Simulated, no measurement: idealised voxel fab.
process module | voxel wiring stack
cross-section cut | 210 nm wide | cells 5 nm
A cross-section is a grid of square cells, given in bands from the top down. A band is one or more rows of cells.
Each band's line starts with the height of the band's top and of its bottom, in nm. Then come its materials from left to right, each with its width in nm. One material with "throughout" fills the band from edge to edge. "air" is empty space.
Height 0 is the level under which the wafer as received is all one material. The lowest band goes on downwards, as in "0 down".
A width such as "30 to 40" changes by the same amount from each row of cells to the next, from the band's top row to its bottom row.
"no change" after a step means that no cell of the cross-section changed.
closed voids: empty space of 8 cells or more with no open way to the top, each as width x height at its distance from the left edge, in nm
after a step's settings: what the simulator itself notes on the step
overlay nm, on a step with a mask: how far to the right of its planned place the mask lay; to the left if negative
plan
1 op RECEIVE | material Si
2 op CONFORMAL_DEP | material SiO2 | thk nm 15
3 op DIRECTIONAL_DEP | material TiN | thk nm 5
4 op DIRECTIONAL_DEP | material W | thk nm 25
5 op DIRECTIONAL_DEP | material aC | thk nm 10
6 op PATTERN | tone cover | mask id METAL_1 | material resist | width nm 30 | pitch nm 50 | thk nm 30 | overlay nm 0
7 op DIRECTIONAL_ETCH | etch materials aC | depth nm 10
8 op STRIP | etch materials resist
9 op DIRECTIONAL_ETCH | etch materials W | depth nm 25
10 op DIRECTIONAL_ETCH | etch materials TiN | depth nm 5
11 op STRIP | etch materials aC
12 op CONFORMAL_DEP | material SiCN | thk nm 5
13 op FILL_DEP | material lowk | thk nm 10
14 op CMP | height nm 45
15 op CONFORMAL_DEP | material SiCN | thk nm 5
16 op DIRECTIONAL_DEP | material lowk | thk nm 20
17 op DIRECTIONAL_DEP | material aC | thk nm 10
18 op PATTERN | tone open | mask id PLUG_1 | material resist | width nm 15 | pitch nm 100 | thk nm 25 | overlay nm 0
19 op DIRECTIONAL_ETCH | etch materials aC | depth nm 10
20 op STRIP | etch materials resist
21 op DIRECTIONAL_ETCH | etch materials lowk | depth nm 20
22 op DIRECTIONAL_ETCH | etch materials SiCN | depth nm 5
23 op STRIP | etch materials aC
24 op EPI | material Ru | thk nm 10
25 op EPI | material Ru | thk nm 10
26 op EPI | material Ru | thk nm 5
27 op CONFORMAL_DEP | material SiCN | thk nm 5
28 op DIRECTIONAL_DEP | material SiO2 | thk nm 25
29 op PATTERN | tone open | mask id METAL_2 | material resist | width nm 30 | pitch nm 50 | thk nm 20 | overlay nm -15
30 op DIRECTIONAL_ETCH | etch materials SiO2 | depth nm 25
31 op DIRECTIONAL_ETCH | etch materials SiCN | depth nm 5
32 op STRIP | etch materials resist
33 op CONFORMAL_DEP | material TiN | thk nm 5
34 op FILL_DEP | material Ru | thk nm 10
35 op CMP | height nm 100
36 op CONFORMAL_DEP | material SiCN | thk nm 5
37 op DIRECTIONAL_DEP | material SiO2 | thk nm 30
38 op PATTERN | tone open | mask id METAL_3 | material resist | width nm 30 | pitch nm 50 | thk nm 20 | overlay nm 0
39 op DIRECTIONAL_ETCH | etch materials SiO2 | depth nm 20
40 op STRIP | etch materials resist
41 op MASKED_ETCH | tone open | mask id METAL_3_HOLES | width nm 15 | pitch nm 50 | etch materials SiO2 | depth nm 10 | overlay nm 0
42 op MASKED_ETCH | tone open | mask id METAL_3_HOLES | width nm 15 | pitch nm 50 | etch materials SiCN | depth nm 5 | overlay nm 0
43 op CONFORMAL_DEP | material TiN | thk nm 5
44 op FILL_DEP | material Cu | thk nm 5
45 op CMP | height nm 135
46 op CONFORMAL_DEP | material SiCN | thk nm 5
varied across the wafers: overlay nm of step 29. The plan shows the first wafer's value. All wafers start alike
first wafer as received, after step 1
  0 down: Si throughout
  closed voids: none
each wafer at the end: cells of each material gained (+) or lost (-) since it was received, then its closed voids
overlay nm -15 | +45 Cu | +90 Ru | +189 SiCN | +408 SiO2 | +120 TiN | +90 W | +234 lowk | closed voids: none
overlay nm -10 | +45 Cu | +90 Ru | +189 SiCN | +408 SiO2 | +120 TiN | +90 W | +234 lowk | closed voids: none
overlay nm -5 | +45 Cu | +90 Ru | +189 SiCN | +408 SiO2 | +120 TiN | +90 W | +234 lowk | closed voids: none
overlay nm 0 | +45 Cu | +90 Ru | +189 SiCN | +408 SiO2 | +120 TiN | +90 W | +234 lowk | closed voids: none
overlay nm 5 | +45 Cu | +90 Ru | +189 SiCN | +408 SiO2 | +120 TiN | +90 W | +234 lowk | closed voids: none
overlay nm 10 | +45 Cu | +90 Ru | +189 SiCN | +408 SiO2 | +120 TiN | +90 W | +234 lowk | closed voids: none
overlay nm 15 | +45 Cu | +90 Ru | +189 SiCN | +408 SiO2 | +120 TiN | +90 W | +234 lowk | closed voids: none
